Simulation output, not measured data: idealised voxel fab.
process module | voxel quadruple lines
cross-section cut | 205 nm wide | cells 5 nm
A cross-section is a grid of square cells, given in bands from the top down. A band is one or more rows of cells.
Each band's line starts with the height of the band's top and of its bottom, in nm. Then come its materials from left to right, each with its width in nm. One material with "throughout" fills the band from edge to edge. "air" is empty space.
Height 0 is the level under which the wafer as received is all one material. The lowest band goes on downwards, as in "0 down".
A width such as "30 to 40" changes by the same amount from each row of cells to the next, from the band's top row to its bottom row.
"no change" after a step means that no cell of the cross-section changed.
closed voids: empty space of 8 cells or more with no open way to the top, each as width x height at its distance from the left edge, in nm
after a step's settings: what the simulator itself notes on the step
overlay nm, on a step with a mask: how far to the right of its planned place the mask lay; to the left if negative
plan
1 op RECEIVE | material Si
2 op CONFORMAL_DEP | material SiO2 | thk nm 10
3 op DIRECTIONAL_DEP | material TiN | thk nm 15
4 op DIRECTIONAL_DEP | material polySi | thk nm 20
5 op DIRECTIONAL_DEP | material aC | thk nm 25
6 op PATTERN | tone cover | mask id MANDREL | material resist | width nm 20 | thk nm 30 | overlay nm 0
7 op DIRECTIONAL_ETCH | etch materials aC | depth nm 25
8 op STRIP | etch materials resist
9 op CONFORMAL_DEP | material SiO2 | thk nm 10
10 op DIRECTIONAL_ETCH | etch materials SiO2 | depth nm 10
11 op STRIP | etch materials aC
12 op DIRECTIONAL_ETCH | etch materials polySi | depth nm 20
13 op STRIP | etch materials SiO2
14 op CONFORMAL_DEP | material SiN | thk nm 5
15 op DIRECTIONAL_ETCH | etch materials SiN | depth nm 5
16 op STRIP | etch materials polySi
17 op DIRECTIONAL_ETCH | etch materials TiN | depth nm 15
18 op STRIP | etch materials SiN
as received, after step 1
  0 down: Si throughout
  closed voids: none
first wafer at the end, as planned
  25 to 10: air 75 | TiN 5 | air 10 | TiN 5 | air 10 | TiN 5 | air 10 | TiN 5 | air 80
  10 to 0: SiO2 throughout
  0 down: Si throughout
  closed voids: none
second wafer at the end: like start, like plan, one mistake
  15 to 0: air 75 | TiN 5 | air 10 | TiN 5 | air 10 | TiN 5 | air 10 | TiN 5 | air 80
  0 down: Si throughout
  closed voids: none
what went wrong: step 2 was left out
at the end the second wafer has, in cells: 82 fewer of SiO2
